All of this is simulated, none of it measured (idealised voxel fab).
Process module heading - voxel capacitor over wiring
FYI the section here is cut, 300 nm wide, cells are 5 nm squares.
Each cross-section below is a grid of square cells, stated as bands in top-down order, with one or more rows of cells making up each band. This entry defines a band. It first specifies the height of the band's top and the height of its bottom in nm, and then specifies the band's materials from left to right, stating each material with its width in nm. The word "full width" identifies a single material that fills the band from edge to edge, while the word "air" identifies empty space. Where do heights start? At 0: under that level the wafer as delivered is made of one material only. And the lowest band has no floor; it just carries on downward, as in "z 0 and below". Per-row width for "30->40": begins at first number (top row of band), ends at second number (bottom row), increment between rows held constant. Step marked "no modifications"? Then no cell in the cross-section changed in it. Entry "Fully enclosed voids" = empty spaces >= 8 cells with no open way to the top; each as width x height at distance, distance from left edge, all nm. On each step's line, the part that comes after the settings is the simulator's own comment on the step. Regarding "overlay nm": on a step with a mask, it is the distance the mask lay to the right of its planned place; a negative value places it to the left. Pairs ahead. Before: cross-section ahead of one process step. After: cross-section once the step is done, shown to the lowest changed band only. Under each pair: that step, with settings. Caution: pairs may come from different runs of this module on the same starting wafer; a pair follows the pair above only where its "Pre-process cross-section" entry says so.

### Pre-process cross-section
  z 115 to 100 | 100 nm air / 70 nm resist / 130 nm air
  z 100 to 85 | 100 nm air / 70 nm aC / 130 nm air
  z 85 to 75 | TiN full width
  z 75 to 70 | Al2O3 full width
  z 70 to 65 | TiN full width
  z 65 to 45 | 100 nm lowk / 5 nm TiN / 5 nm W / 5 nm TiN / 185 nm lowk
  z 45 to 40 | 100 nm SiCN / 15 nm TiN / 185 nm SiCN
  z 40 to 30 | 90 nm lowk / 25 nm Ru / 65 nm lowk / 25 nm Ru / 95 nm lowk
  z 30 to 25 | 90 nm lowk / 25 nm TiN / 65 nm lowk / 25 nm TiN / 95 nm lowk
  z 25 to 0 | SiO2 full width
  z 0 and below | Si full width
  Fully enclosed voids: none

### Result of Step
  z 100 to 85 | 100 nm air / 70 nm aC / 130 nm air
  All layers under 85 are left as they were.
  Fully enclosed voids: none
For reference, the processing step occurring between the two cross-sections presented above is as follows: STRIP, etch materials resist

Pre-process cross-section: the after view from the pair directly above serves as the before view here.

### Result of Step
  z 100 to 85 | 100 nm air / 70 nm aC / 130 nm air
  z 85 to 75 | 100 nm air / 70 nm TiN / 130 nm air
  All layers under 75 are left as they were.
  Fully enclosed voids: none
For reference, the processing step occurring between the two cross-sections presented above is as follows: DIRECTIONAL_ETCH, etch materials TiN, depth nm 10

Pre-process cross-section: the after view from the pair directly above serves as the before view here.

### Result of Step
  z 100 to 85 | 100 nm air / 70 nm aC / 130 nm air
  z 85 to 75 | 100 nm air / 70 nm TiN / 130 nm air
  z 75 to 70 | 100 nm air / 70 nm Al2O3 / 130 nm air
  All layers under 70 are left as they were.
  Fully enclosed voids: none
For reference, the processing step occurring between the two cross-sections presented above is as follows: DIRECTIONAL_ETCH, etch materials Al2O3, depth nm 5

Pre-process cross-section: the after view from the pair directly above serves as the before view here.

### Result of Step
  z 85 to 75 | 100 nm air / 70 nm TiN / 130 nm air
  All layers under 75 are left as they were.
  Fully enclosed voids: none
For reference, the processing step occurring between the two cross-sections presented above is as follows: STRIP, etch materials aC

Pre-process cross-section: the after view from the pair directly above serves as the before view here.

### Result of Step
  z 85 to 75 | 100 nm air / 70 nm TiN / 130 nm air
  z 75 to 70 | 100 nm air / 70 nm Al2O3 / 130 nm air
  z 70 to 65 | 95 nm air / 80 nm TiN / 125 nm air
  All layers under 65 are left as they were.
  Fully enclosed voids: none
For reference, the processing step occurring between the two cross-sections presented above is as follows: MASKED_ETCH, tone cover, mask id LOWER_PLATE, width nm 80, etch materials TiN, depth nm 5, overlay nm 0

Pre-process cross-section: the after view from the pair directly above serves as the before view here.

### Result of Step
  z 105 to 85 | SiO2 full width
  z 85 to 75 | 100 nm SiO2 / 70 nm TiN / 130 nm SiO2
  z 75 to 70 | 100 nm SiO2 / 70 nm Al2O3 / 130 nm SiO2
  z 70 to 65 | 95 nm SiO2 / 80 nm TiN / 125 nm SiO2
  All layers under 65 are left as they were.
  Fully enclosed voids: none
For reference, the processing step occurring between the two cross-sections presented above is as follows: FILL_DEP, material SiO2, thk nm 20

Pre-process cross-section: the after view from the pair directly above serves as the before view here.

### Result of Step
  z 100 to 85 | SiO2 full width
  All layers under 85 are left as they were.
  Fully enclosed voids: none
For reference, the processing step occurring between the two cross-sections presented above is as follows: CMP, height nm 100

Pre-process cross-section: the after view from the pair directly above serves as the before view here.

### Result of Step
  z 120 to 100 | 110 nm resist / 15 nm air / 175 nm resist
  All layers under 100 are left as they were.
  Fully enclosed voids: none
For reference, the processing step occurring between the two cross-sections presented above is as follows: PATTERN, tone open, mask id PLUG_2, material resist, width nm 15, thk nm 20, overlay nm 0

Pre-process cross-section: the after view from the pair directly above serves as the before view here.

### Result of Step
  z 120 to 100 | 110 nm resist / 15 nm air / 175 nm resist
  z 100 to 85 | 110 nm SiO2 / 15 nm air / 175 nm SiO2
  All layers under 85 are left as they were.
  Fully enclosed voids: none
For reference, the processing step occurring between the two cross-sections presented above is as follows: DIRECTIONAL_ETCH, etch materials SiO2, depth nm 15

Pre-process cross-section: the after view from the pair directly above serves as the before view here.

### Result of Step
  z 100 to 85 | 110 nm SiO2 / 15 nm air / 175 nm SiO2
  All layers under 85 are left as they were.
  Fully enclosed voids: none
For reference, the processing step occurring between the two cross-sections presented above is as follows: STRIP, etch materials resist

Pre-process cross-section: the after view from the pair directly above serves as the before view here.

### Result of Step
  z 105 to 100 | 115 nm TiN / 5 nm air / 180 nm TiN
  z 100 to 90 | 110 nm SiO2 / 5 nm TiN / 5 nm air / 5 nm TiN / 175 nm SiO2
  z 90 to 85 | 110 nm SiO2 / 15 nm TiN / 175 nm SiO2
  All layers under 85 are left as they were.
  Fully enclosed voids: none
For reference, the processing step occurring between the two cross-sections presented above is as follows: CONFORMAL_DEP, material TiN, thk nm 5

Pre-process cross-section: the after view from the pair directly above serves as the before view here.

### Result of Step
  z 110 to 105 | Ru full width
  z 105 to 100 | 115 nm TiN / 5 nm Ru / 180 nm TiN
  z 100 to 90 | 110 nm SiO2 / 5 nm TiN / 5 nm Ru / 5 nm TiN / 175 nm SiO2
  All layers under 90 are left as they were.
  Fully enclosed voids: none
For reference, the processing step occurring between the two cross-sections presented above is as follows: FILL_DEP, material Ru, thk nm 5

Pre-process cross-section: the after view from the pair directly above serves as the before view here.

### Result of Step
  z 100 to 90 | 110 nm SiO2 / 5 nm TiN / 5 nm Ru / 5 nm TiN / 175 nm SiO2
  All layers under 90 are left as they were.
  Fully enclosed voids: none
For reference, the processing step occurring between the two cross-sections presented above is as follows: CMP, height nm 100

Pre-process cross-section: the after view from the pair directly above serves as the before view here.

### Result of Step
  z 105 to 100 | SiN full width
  All layers under 100 are left as they were.
  Fully enclosed voids: none
For reference, the processing step occurring between the two cross-sections presented above is as follows: CONFORMAL_DEP, material SiN, thk nm 5

### Pre-process cross-section
  z 100 to 85 | aC full width
  z 85 to 75 | TiN full width
  z 75 to 70 | Al2O3 full width
  z 70 to 65 | TiN full width
  z 65 to 45 | 100 nm lowk / 5 nm TiN / 5 nm W / 5 nm TiN / 185 nm lowk
  z 45 to 40 | 100 nm SiCN / 15 nm TiN / 185 nm SiCN
  z 40 to 20 | 90 nm lowk / 25 nm Ru / 65 nm lowk / 25 nm Ru / 95 nm lowk
  z 20 to 15 | 90 nm lowk / 25 nm TiN / 65 nm lowk / 25 nm TiN / 95 nm lowk
  z 15 to 0 | SiO2 full width
  z 0 and below | Si full width
  Fully enclosed voids: none

### Result of Step
  z 130 to 100 | 105 nm air / 60 nm resist / 135 nm air
  All layers under 100 are left as they were.
  Fully enclosed voids: none
For reference, the processing step occurring between the two cross-sections presented above is as follows: PATTERN, tone cover, mask id UPPER_PLATE, material resist, width nm 60, thk nm 30, overlay nm 0

Pre-process cross-section: the after view from the pair directly above serves as the before view here.

### Result of Step
  z 115 to 100 | 105 nm air / 60 nm resist / 135 nm air
  z 100 to 85 | 105 nm air / 60 nm aC / 135 nm air
  All layers under 85 are left as they were.
  Fully enclosed voids: none
For reference, the processing step occurring between the two cross-sections presented above is as follows: DIRECTIONAL_ETCH, etch materials aC, depth nm 15

Pre-process cross-section: the after view from the pair directly above serves as the before view here.

### Result of Step
  z 100 to 85 | 105 nm air / 60 nm aC / 135 nm air
  All layers under 85 are left as they were.
  Fully enclosed voids: none
For reference, the processing step occurring between the two cross-sections presented above is as follows: STRIP, etch materials resist

Pre-process cross-section: the after view from the pair directly above serves as the before view here.

### Result of Step
  z 100 to 85 | 105 nm air / 60 nm aC / 135 nm air
  z 85 to 75 | 105 nm air / 60 nm TiN / 135 nm air
  All layers under 75 are left as they were.
  Fully enclosed voids: none
For reference, the processing step occurring between the two cross-sections presented above is as follows: DIRECTIONAL_ETCH, etch materials TiN, depth nm 10

Pre-process cross-section: the after view from the pair directly above serves as the before view here.

### Result of Step
  z 100 to 85 | 105 nm air / 60 nm aC / 135 nm air
  z 85 to 75 | 105 nm air / 60 nm TiN / 135 nm air
  z 75 to 70 | 105 nm air / 60 nm Al2O3 / 135 nm air
  All layers under 70 are left as they were.
  Fully enclosed voids: none
For reference, the processing step occurring between the two cross-sections presented above is as follows: DIRECTIONAL_ETCH, etch materials Al2O3, depth nm 5

Pre-process cross-section: the after view from the pair directly above serves as the before view here.

### Result of Step
  z 85 to 75 | 105 nm air / 60 nm TiN / 135 nm air
  All layers under 75 are left as they were.
  Fully enclosed voids: none
For reference, the processing step occurring between the two cross-sections presented above is as follows: STRIP, etch materials aC

Pre-process cross-section: the after view from the pair directly above serves as the before view here.

### Result of Step
  z 85 to 75 | 105 nm air / 60 nm TiN / 135 nm air
  z 75 to 70 | 105 nm air / 60 nm Al2O3 / 135 nm air
  z 70 to 65 | 95 nm air / 80 nm TiN / 125 nm air
  All layers under 65 are left as they were.
  Fully enclosed voids: none
For reference, the processing step occurring between the two cross-sections presented above is as follows: MASKED_ETCH, tone cover, mask id LOWER_PLATE, width nm 80, etch materials TiN, depth nm 5, overlay nm 0

Pre-process cross-section: the after view from the pair directly above serves as the before view here.

### Result of Step
  z 105 to 85 | SiO2 full width
  z 85 to 75 | 105 nm SiO2 / 60 nm TiN / 135 nm SiO2
  z 75 to 70 | 105 nm SiO2 / 60 nm Al2O3 / 135 nm SiO2
  z 70 to 65 | 95 nm SiO2 / 80 nm TiN / 125 nm SiO2
  All layers under 65 are left as they were.
  Fully enclosed voids: none
For reference, the processing step occurring between the two cross-sections presented above is as follows: FILL_DEP, material SiO2, thk nm 20

Pre-process cross-section: the after view from the pair directly above serves as the before view here.

### Result of Step
  z 100 to 85 | SiO2 full width
  All layers under 85 are left as they were.
  Fully enclosed voids: none
For reference, the processing step occurring between the two cross-sections presented above is as follows: CMP, height nm 100

Pre-process cross-section: the after view from the pair directly above serves as the before view here.

### Result of Step
  z 120 to 100 | 110 nm resist / 15 nm air / 175 nm resist
  All layers under 100 are left as they were.
  Fully enclosed voids: none
For reference, the processing step occurring between the two cross-sections presented above is as follows: PATTERN, tone open, mask id PLUG_2, material resist, width nm 15, thk nm 20, overlay nm 0

Pre-process cross-section: the after view from the pair directly above serves as the before view here.

### Result of Step
  z 120 to 100 | 110 nm resist / 15 nm air / 175 nm resist
  z 100 to 85 | 110 nm SiO2 / 15 nm air / 175 nm SiO2
  All layers under 85 are left as they were.
  Fully enclosed voids: none
For reference, the processing step occurring between the two cross-sections presented above is as follows: DIRECTIONAL_ETCH, etch materials SiO2, depth nm 15

Pre-process cross-section: the after view from the pair directly above serves as the before view here.

### Result of Step
  z 100 to 85 | 110 nm SiO2 / 15 nm air / 175 nm SiO2
  All layers under 85 are left as they were.
  Fully enclosed voids: none
For reference, the processing step occurring between the two cross-sections presented above is as follows: STRIP, etch materials resist

Pre-process cross-section: the after view from the pair directly above serves as the before view here.

### Result of Step
  z 105 to 100 | 115 nm TiN / 5 nm air / 180 nm TiN
  z 100 to 90 | 110 nm SiO2 / 5 nm TiN / 5 nm air / 5 nm TiN / 175 nm SiO2
  z 90 to 85 | 110 nm SiO2 / 15 nm TiN / 175 nm SiO2
  All layers under 85 are left as they were.
  Fully enclosed voids: none
For reference, the processing step occurring between the two cross-sections presented above is as follows: CONFORMAL_DEP, material TiN, thk nm 5

Pre-process cross-section: the after view from the pair directly above serves as the before view here.

### Result of Step
  z 110 to 105 | Ru full width
  z 105 to 100 | 115 nm TiN / 5 nm Ru / 180 nm TiN
  z 100 to 90 | 110 nm SiO2 / 5 nm TiN / 5 nm Ru / 5 nm TiN / 175 nm SiO2
  All layers under 90 are left as they were.
  Fully enclosed voids: none
For reference, the processing step occurring between the two cross-sections presented above is as follows: FILL_DEP, material Ru, thk nm 5

Pre-process cross-section: the after view from the pair directly above serves as the before view here.

### Result of Step
  z 100 to 90 | 110 nm SiO2 / 5 nm TiN / 5 nm Ru / 5 nm TiN / 175 nm SiO2
  All layers under 90 are left as they were.
  Fully enclosed voids: none
For reference, the processing step occurring between the two cross-sections presented above is as follows: CMP, height nm 100

Pre-process cross-section: the after view from the pair directly above serves as the before view here.

### Result of Step
  z 105 to 100 | SiN full width
  All layers under 100 are left as they were.
  Fully enclosed voids: none
For reference, the processing step occurring between the two cross-sections presented above is as follows: CONFORMAL_DEP, material SiN, thk nm 5

### Pre-process cross-section
  z 55 to 40 | aC full width
  z 40 to 20 | Ru full width
  z 20 to 15 | TiN full width
  z 15 to 0 | SiO2 full width
  z 0 and below | Si full width
  Fully enclosed voids: none

### Result of Step
  z 90 to 55 | 85 nm air / 25 nm resist / 65 nm air / 25 nm resist / 100 nm air
  All layers under 55 are left as they were.
  Fully enclosed voids: none
For reference, the processing step occurring between the two cross-sections presented above is as follows: PATTERN, tone cover, mask id METAL_1, material resist, width nm 25, pitch nm 90, thk nm 35, overlay nm -5

Pre-process cross-section: the after view from the pair directly above serves as the before view here.

### Result of Step
  z 75 to 55 | 85 nm air / 25 nm resist / 65 nm air / 25 nm resist / 100 nm air
  z 55 to 40 | 85 nm air / 25 nm aC / 65 nm air / 25 nm aC / 100 nm air
  All layers under 40 are left as they were.
  Fully enclosed voids: none
For reference, the processing step occurring between the two cross-sections presented above is as follows: DIRECTIONAL_ETCH, etch materials aC, depth nm 15

Pre-process cross-section: the after view from the pair directly above serves as the before view here.

### Result of Step
  z 55 to 40 | 85 nm air / 25 nm aC / 65 nm air / 25 nm aC / 100 nm air
  All layers under 40 are left as they were.
  Fully enclosed voids: none
For reference, the processing step occurring between the two cross-sections presented above is as follows: STRIP, etch materials resist

Pre-process cross-section: the after view from the pair directly above serves as the before view here.

### Result of Step
  z 55 to 40 | 85 nm air / 25 nm aC / 65 nm air / 25 nm aC / 100 nm air
  z 40 to 20 | 85 nm air / 25 nm Ru / 65 nm air / 25 nm Ru / 100 nm air
  All layers under 20 are left as they were.
  Fully enclosed voids: none
For reference, the processing step occurring between the two cross-sections presented above is as follows: DIRECTIONAL_ETCH, etch materials Ru, depth nm 20

Pre-process cross-section: the after view from the pair directly above serves as the before view here.

### Result of Step
  z 55 to 40 | 85 nm air / 25 nm aC / 65 nm air / 25 nm aC / 100 nm air
  z 40 to 20 | 85 nm air / 25 nm Ru / 65 nm air / 25 nm Ru / 100 nm air
  z 20 to 15 | 85 nm air / 25 nm TiN / 65 nm air / 25 nm TiN / 100 nm air
  All layers under 15 are left as they were.
  Fully enclosed voids: none
For reference, the processing step occurring between the two cross-sections presented above is as follows: DIRECTIONAL_ETCH, etch materials TiN, depth nm 5

Pre-process cross-section: the after view from the pair directly above serves as the before view here.

### Result of Step
  z 40 to 20 | 85 nm air / 25 nm Ru / 65 nm air / 25 nm Ru / 100 nm air
  All layers under 20 are left as they were.
  Fully enclosed voids: none
For reference, the processing step occurring between the two cross-sections presented above is as follows: STRIP, etch materials aC

Pre-process cross-section: the after view from the pair directly above serves as the before view here.

### Result of Step
  z 50 to 40 | lowk full width
  z 40 to 20 | 85 nm lowk / 25 nm Ru / 65 nm lowk / 25 nm Ru / 100 nm lowk
  z 20 to 15 | 85 nm lowk / 25 nm TiN / 65 nm lowk / 25 nm TiN / 100 nm lowk
  All layers under 15 are left as they were.
  Fully enclosed voids: none
For reference, the processing step occurring between the two cross-sections presented above is as follows: FILL_DEP, material lowk, thk nm 10

Pre-process cross-section: the after view from the pair directly above serves as the before view here.

### Result of Step
  z 40 to 20 | 85 nm lowk / 25 nm Ru / 65 nm lowk / 25 nm Ru / 100 nm lowk
  All layers under 20 are left as they were.
  Fully enclosed voids: none
For reference, the processing step occurring between the two cross-sections presented above is as follows: CMP, height nm 40

Pre-process cross-section: the after view from the pair directly above serves as the before view here.

### Result of Step
  z 45 to 40 | SiCN full width
  All layers under 40 are left as they were.
  Fully enclosed voids: none
For reference, the processing step occurring between the two cross-sections presented above is as follows: CONFORMAL_DEP, material SiCN, thk nm 5

Pre-process cross-section: the after view from the pair directly above serves as the before view here.

### Result of Step
  z 65 to 45 | lowk full width
  All layers under 45 are left as they were.
  Fully enclosed voids: none
For reference, the processing step occurring between the two cross-sections presented above is as follows: DIRECTIONAL_DEP, material lowk, thk nm 20

Pre-process cross-section: the after view from the pair directly above serves as the before view here.

### Result of Step
  z 85 to 65 | 100 nm resist / 15 nm air / 185 nm resist
  All layers under 65 are left as they were.
  Fully enclosed voids: none
For reference, the processing step occurring between the two cross-sections presented above is as follows: PATTERN, tone open, mask id PLUG_1, material resist, width nm 15, thk nm 20, overlay nm 0

Pre-process cross-section: the after view from the pair directly above serves as the before view here.

### Result of Step
  z 85 to 65 | 100 nm resist / 15 nm air / 185 nm resist
  z 65 to 45 | 100 nm lowk / 15 nm air / 185 nm lowk
  All layers under 45 are left as they were.
  Fully enclosed voids: none
For reference, the processing step occurring between the two cross-sections presented above is as follows: DIRECTIONAL_ETCH, etch materials lowk, depth nm 20

Pre-process cross-section: the after view from the pair directly above serves as the before view here.

### Result of Step
  z 85 to 65 | 100 nm resist / 15 nm air / 185 nm resist
  z 65 to 45 | 100 nm lowk / 15 nm air / 185 nm lowk
  z 45 to 40 | 100 nm SiCN / 15 nm air / 185 nm SiCN
  All layers under 40 are left as they were.
  Fully enclosed voids: none
For reference, the processing step occurring between the two cross-sections presented above is as follows: DIRECTIONAL_ETCH, etch materials SiCN, depth nm 5

Pre-process cross-section: the after view from the pair directly above serves as the before view here.

### Result of Step
  z 65 to 45 | 100 nm lowk / 15 nm air / 185 nm lowk
  All layers under 45 are left as they were.
  Fully enclosed voids: none
For reference, the processing step occurring between the two cross-sections presented above is as follows: STRIP, etch materials resist

Pre-process cross-section: the after view from the pair directly above serves as the before view here.

### Result of Step
  z 70 to 65 | 105 nm TiN / 5 nm air / 190 nm TiN
  z 65 to 45 | 100 nm lowk / 5 nm TiN / 5 nm air / 5 nm TiN / 185 nm lowk
  z 45 to 40 | 100 nm SiCN / 15 nm TiN / 185 nm SiCN
  All layers under 40 are left as they were.
  Fully enclosed voids: none
For reference, the processing step occurring between the two cross-sections presented above is as follows: CONFORMAL_DEP, material TiN, thk nm 5

Pre-process cross-section: the after view from the pair directly above serves as the before view here.

### Result of Step
  z 80 to 70 | W full width
  z 70 to 65 | 105 nm TiN / 5 nm W / 190 nm TiN
  z 65 to 45 | 100 nm lowk / 5 nm TiN / 5 nm W / 5 nm TiN / 185 nm lowk
  All layers under 45 are left as they were.
  Fully enclosed voids: none
For reference, the processing step occurring between the two cross-sections presented above is as follows: FILL_DEP, material W, thk nm 10

Pre-process cross-section: the after view from the pair directly above serves as the before view here.

### Result of Step
  z 65 to 45 | 100 nm lowk / 5 nm TiN / 5 nm W / 5 nm TiN / 185 nm lowk
  All layers under 45 are left as they were.
  Fully enclosed voids: none
For reference, the processing step occurring between the two cross-sections presented above is as follows: CMP, height nm 65

Pre-process cross-section: the after view from the pair directly above serves as the before view here.

### Result of Step
  z 70 to 65 | TiN full width
  All layers under 65 are left as they were.
  Fully enclosed voids: none
For reference, the processing step occurring between the two cross-sections presented above is as follows: DIRECTIONAL_DEP, material TiN, thk nm 5

Pre-process cross-section: the after view from the pair directly above serves as the before view here.

### Result of Step
  z 75 to 70 | Al2O3 full width
  All layers under 70 are left as they were.
  Fully enclosed voids: none
For reference, the processing step occurring between the two cross-sections presented above is as follows: DIRECTIONAL_DEP, material Al2O3, thk nm 5

Pre-process cross-section: the after view from the pair directly above serves as the before view here.

### Result of Step
  z 85 to 75 | TiN full width
  All layers under 75 are left as they were.
  Fully enclosed voids: none
For reference, the processing step occurring between the two cross-sections presented above is as follows: DIRECTIONAL_DEP, material TiN, thk nm 10

Pre-process cross-section: the after view from the pair directly above serves as the before view here.

### Result of Step
  z 100 to 85 | aC full width
  All layers under 85 are left as they were.
  Fully enclosed voids: none
For reference, the processing step occurring between the two cross-sections presented above is as follows: DIRECTIONAL_DEP, material aC, thk nm 15

Pre-process cross-section: the after view from the pair directly above serves as the before view here.

### Result of Step
  z 130 to 100 | 100 nm air / 70 nm resist / 130 nm air
  All layers under 100 are left as they were.
  Fully enclosed voids: none
For reference, the processing step occurring between the two cross-sections presented above is as follows: PATTERN, tone cover, mask id UPPER_PLATE, material resist, width nm 70, thk nm 30, overlay nm 0

Pre-process cross-section: the after view from the pair directly above serves as the before view here.

### Result of Step
  z 115 to 100 | 100 nm air / 70 nm resist / 130 nm air
  z 100 to 85 | 100 nm air / 70 nm aC / 130 nm air
  All layers under 85 are left as they were.
  Fully enclosed voids: none
For reference, the processing step occurring between the two cross-sections presented above is as follows: DIRECTIONAL_ETCH, etch materials aC, depth nm 15

Pre-process cross-section: the after view from the pair directly above serves as the before view here.

### Result of Step
  z 100 to 85 | 100 nm air / 70 nm aC / 130 nm air
  All layers under 85 are left as they were.
  Fully enclosed voids: none
For reference, the processing step occurring between the two cross-sections presented above is as follows: STRIP, etch materials resist

Pre-process cross-section: the after view from the pair directly above serves as the before view here.

### Result of Step
  z 100 to 85 | 100 nm air / 70 nm aC / 130 nm air
  z 85 to 75 | 100 nm air / 70 nm TiN / 130 nm air
  All layers under 75 are left as they were.
  Fully enclosed voids: none
For reference, the processing step occurring between the two cross-sections presented above is as follows: DIRECTIONAL_ETCH, etch materials TiN, depth nm 10

Pre-process cross-section: the after view from the pair directly above serves as the before view here.

### Result of Step
  z 100 to 85 | 100 nm air / 70 nm aC / 130 nm air
  z 85 to 75 | 100 nm air / 70 nm TiN / 130 nm air
  z 75 to 70 | 100 nm air / 70 nm Al2O3 / 130 nm air
  All layers under 70 are left as they were.
  Fully enclosed voids: none
For reference, the processing step occurring between the two cross-sections presented above is as follows: DIRECTIONAL_ETCH, etch materials Al2O3, depth nm 5

Pre-process cross-section: the after view from the pair directly above serves as the before view here.

### Result of Step
  z 85 to 75 | 100 nm air / 70 nm TiN / 130 nm air
  All layers under 75 are left as they were.
  Fully enclosed voids: none
For reference, the processing step occurring between the two cross-sections presented above is as follows: STRIP, etch materials aC

Pre-process cross-section: the after view from the pair directly above serves as the before view here.

### Result of Step
  z 85 to 75 | 100 nm air / 70 nm TiN / 130 nm air
  z 75 to 70 | 100 nm air / 70 nm Al2O3 / 130 nm air
  z 70 to 65 | 95 nm air / 80 nm TiN / 125 nm air
  All layers under 65 are left as they were.
  Fully enclosed voids: none
For reference, the processing step occurring between the two cross-sections presented above is as follows: MASKED_ETCH, tone cover, mask id LOWER_PLATE, width nm 80, etch materials TiN, depth nm 5, overlay nm 0

Pre-process cross-section: the after view from the pair directly above serves as the before view here.

### Result of Step
  z 105 to 85 | SiO2 full width
  z 85 to 75 | 100 nm SiO2 / 70 nm TiN / 130 nm SiO2
  z 75 to 70 | 100 nm SiO2 / 70 nm Al2O3 / 130 nm SiO2
  z 70 to 65 | 95 nm SiO2 / 80 nm TiN / 125 nm SiO2
  All layers under 65 are left as they were.
  Fully enclosed voids: none
For reference, the processing step occurring between the two cross-sections presented above is as follows: FILL_DEP, material SiO2, thk nm 20

Pre-process cross-section: the after view from the pair directly above serves as the before view here.

### Result of Step
  z 100 to 85 | SiO2 full width
  All layers under 85 are left as they were.
  Fully enclosed voids: none
For reference, the processing step occurring between the two cross-sections presented above is as follows: CMP, height nm 100

Pre-process cross-section: the after view from the pair directly above serves as the before view here.

### Result of Step
  z 120 to 100 | 110 nm resist / 15 nm air / 175 nm resist
  All layers under 100 are left as they were.
  Fully enclosed voids: none
For reference, the processing step occurring between the two cross-sections presented above is as follows: PATTERN, tone open, mask id PLUG_2, material resist, width nm 15, thk nm 20, overlay nm 0

Pre-process cross-section: the after view from the pair directly above serves as the before view here.

### Result of Step
  z 120 to 100 | 110 nm resist / 15 nm air / 175 nm resist
  z 100 to 85 | 110 nm SiO2 / 15 nm air / 175 nm SiO2
  All layers under 85 are left as they were.
  Fully enclosed voids: none
For reference, the processing step occurring between the two cross-sections presented above is as follows: DIRECTIONAL_ETCH, etch materials SiO2, depth nm 15

Pre-process cross-section: the after view from the pair directly above serves as the before view here.

### Result of Step
  z 100 to 85 | 110 nm SiO2 / 15 nm air / 175 nm SiO2
  All layers under 85 are left as they were.
  Fully enclosed voids: none
For reference, the processing step occurring between the two cross-sections presented above is as follows: STRIP, etch materials resist

Pre-process cross-section: the after view from the pair directly above serves as the before view here.

### Result of Step
  z 105 to 100 | 115 nm TiN / 5 nm air / 180 nm TiN
  z 100 to 90 | 110 nm SiO2 / 5 nm TiN / 5 nm air / 5 nm TiN / 175 nm SiO2
  z 90 to 85 | 110 nm SiO2 / 15 nm TiN / 175 nm SiO2
  All layers under 85 are left as they were.
  Fully enclosed voids: none
For reference, the processing step occurring between the two cross-sections presented above is as follows: CONFORMAL_DEP, material TiN, thk nm 5

Pre-process cross-section: the after view from the pair directly above serves as the before view here.

### Result of Step
  z 110 to 105 | Ru full width
  z 105 to 100 | 115 nm TiN / 5 nm Ru / 180 nm TiN
  z 100 to 90 | 110 nm SiO2 / 5 nm TiN / 5 nm Ru / 5 nm TiN / 175 nm SiO2
  All layers under 90 are left as they were.
  Fully enclosed voids: none
For reference, the processing step occurring between the two cross-sections presented above is as follows: FILL_DEP, material Ru, thk nm 5

Pre-process cross-section: the after view from the pair directly above serves as the before view here.

### Result of Step
  z 100 to 90 | 110 nm SiO2 / 5 nm TiN / 5 nm Ru / 5 nm TiN / 175 nm SiO2
  All layers under 90 are left as they were.
  Fully enclosed voids: none
For reference, the processing step occurring between the two cross-sections presented above is as follows: CMP, height nm 100

Pre-process cross-section: the after view from the pair directly above serves as the before view here.

### Result of Step
  z 105 to 100 | SiN full width
  All layers under 100 are left as they were.
  Fully enclosed voids: none
For reference, the processing step occurring between the two cross-sections presented above is as follows: CONFORMAL_DEP, material SiN, thk nm 5

### Pre-process cross-section
  z 100 to 90 | 110 nm SiO2 / 5 nm TiN / 5 nm Ru / 5 nm TiN / 175 nm SiO2
  z 90 to 85 | 110 nm SiO2 / 15 nm TiN / 175 nm SiO2
  z 85 to 75 | 100 nm SiO2 / 70 nm TiN / 130 nm SiO2
  z 75 to 70 | 100 nm SiO2 / 70 nm Al2O3 / 130 nm SiO2
  z 70 to 65 | 95 nm SiO2 / 80 nm TiN / 125 nm SiO2
  z 65 to 45 | 100 nm lowk / 5 nm TiN / 5 nm W / 5 nm TiN / 185 nm lowk
  z 45 to 40 | 100 nm SiCN / 15 nm TiN / 185 nm SiCN
  z 40 to 20 | 90 nm lowk / 25 nm Ru / 65 nm lowk / 25 nm Ru / 95 nm lowk
  z 20 to 15 | 90 nm lowk / 25 nm TiN / 65 nm lowk / 25 nm TiN / 95 nm lowk
  z 15 to 0 | SiO2 full width
  z 0 and below | Si full width
  Fully enclosed voids: none

### Result of Step
  z 105 to 100 | aC full width
  All layers under 100 are left as they were.
  Fully enclosed voids: none
For reference, the processing step occurring between the two cross-sections presented above is as follows: CONFORMAL_DEP, material aC, thk nm 5

### Pre-process cross-section
  z 100 to 85 | aC full width
  z 85 to 75 | TiN full width
  z 75 to 70 | Al2O3 full width
  z 70 to 65 | TiN full width
  z 65 to 45 | 100 nm lowk / 5 nm TiN / 5 nm W / 5 nm TiN / 185 nm lowk
  z 45 to 40 | 100 nm SiCN / 15 nm TiN / 185 nm SiCN
  z 40 to 20 | 90 nm lowk / 25 nm Ru / 65 nm lowk / 25 nm Ru / 95 nm lowk
  z 20 to 15 | 90 nm lowk / 25 nm TiN / 65 nm lowk / 25 nm TiN / 95 nm lowk
  z 15 to 0 | SiO2 full width
  z 0 and below | Si full width
  Fully enclosed voids: none

### Result of Step
  z 130 to 100 | 100 nm resist / 70 nm air / 130 nm resist
  All layers under 100 are left as they were.
  Fully enclosed voids: none
For reference, the processing step occurring between the two cross-sections presented above is as follows: PATTERN, tone open, mask id UPPER_PLATE, material resist, width nm 70, thk nm 30, overlay nm 0

Pre-process cross-section: the after view from the pair directly above serves as the before view here.

### Result of Step
  z 115 to 100 | 100 nm resist / 70 nm air / 130 nm resist
  z 100 to 85 | 100 nm aC / 70 nm air / 130 nm aC
  All layers under 85 are left as they were.
  Fully enclosed voids: none
For reference, the processing step occurring between the two cross-sections presented above is as follows: DIRECTIONAL_ETCH, etch materials aC, depth nm 15

Pre-process cross-section: the after view from the pair directly above serves as the before view here.

### Result of Step
  z 100 to 85 | 100 nm aC / 70 nm air / 130 nm aC
  All layers under 85 are left as they were.
  Fully enclosed voids: none
For reference, the processing step occurring between the two cross-sections presented above is as follows: STRIP, etch materials resist

Pre-process cross-section: the after view from the pair directly above serves as the before view here.

### Result of Step
  z 100 to 85 | 100 nm aC / 70 nm air / 130 nm aC
  z 85 to 75 | 100 nm TiN / 70 nm air / 130 nm TiN
  All layers under 75 are left as they were.
  Fully enclosed voids: none
For reference, the processing step occurring between the two cross-sections presented above is as follows: DIRECTIONAL_ETCH, etch materials TiN, depth nm 10

Pre-process cross-section: the after view from the pair directly above serves as the before view here.

### Result of Step
  z 100 to 85 | 100 nm aC / 70 nm air / 130 nm aC
  z 85 to 75 | 100 nm TiN / 70 nm air / 130 nm TiN
  z 75 to 70 | 100 nm Al2O3 / 70 nm air / 130 nm Al2O3
  All layers under 70 are left as they were.
  Fully enclosed voids: none
For reference, the processing step occurring between the two cross-sections presented above is as follows: DIRECTIONAL_ETCH, etch materials Al2O3, depth nm 5
